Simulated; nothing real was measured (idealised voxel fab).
Presented below is a process module, voxel gate over fins.
Cross-sectional view cut (width: 195 nm; square cell size: 5 nm).
Cross-section, as written here: a square-cell grid given band by band from the top down, where a band holds one or more rows of cells. Heads up on the band format: heights come first, top then bottom, in nm. After that it's the materials left to right, each with its width in nm. A single material flagged "edge to edge" fills the whole band edge to edge, and "blank" means there's empty space there. The level at which height equals 0 is the one under which the wafer, as it arrives, is entirely one material. No lower edge exists for the bottom band, which continues downward and is notated as in "0 down". With a width like "30..40", each row of cells in the band differs from the next by the same amount, the top row carrying the first number and the bottom row the second. What does "all unchanged" mean for a step? It means no cell of the cross-section changed in that step. Entry "Sealed-off cavities" = empty spaces >= 8 cells with no open way to the top; each as width x height at distance, distance from left edge, all nm. Past the settings on a step's line: simulator remark, on that step. What "overlay nm" on a step's line means: if the step has a mask, that mask lay this far to the right of its planned place, or, when the value is negative, to the left.
The planned process steps are enumerated hereunder:
1: RECEIVE,material Si
2: CONFORMAL_DEP,material SiN,thk nm 5
3: PATTERN,tone cover,mask id FINS,material resist,width nm 15,pitch nm 40,thk nm 20,overlay nm 0
4: DIRECTIONAL_ETCH,etch materials SiN,depth nm 5
5: DIRECTIONAL_ETCH,etch materials Si,depth nm 35
6: STRIP,etch materials resist
7: OXIDIZE,depth nm 5
8: FILL_DEP,material SiO2,thk nm 15
9: CMP,height nm 5
10: SELECTIVE_ETCH,etch materials SiO2,depth nm 20
11: STRIP,etch materials SiN
12: CONFORMAL_DEP,material HfO2,thk nm 5
13: CONFORMAL_DEP,material TiN,thk nm 5
14: FILL_DEP,material W,thk nm 15
15: CMP,height nm 20
16: CONFORMAL_DEP,material SiCN,thk nm 10
Among the wafers covered here, the point of difference is the width nm at step 3; their starting state is shared, and the plan presents the value of the first wafer.
As received, i.e. after step 1: cross-section through the first of several wafers:
> 0 down  Si edge to edge
> Sealed-off cavities: none
Below: a row per wafer. Contents at end of module: for every material, cells gained since receipt (+) or lost since receipt (-); then closed voids:
width nm 15; +51 HfO2; -296 Si; +78 SiCN; +185 SiO2; +51 TiN; +165 W; Sealed-off cavities: none
width nm 20; +51 HfO2; -280 Si; +78 SiCN; +175 SiO2; +51 TiN; +159 W; Sealed-off cavities: none
width nm 25; +51 HfO2; -264 Si; +78 SiCN; +165 SiO2; +51 TiN; +153 W; Sealed-off cavities: none
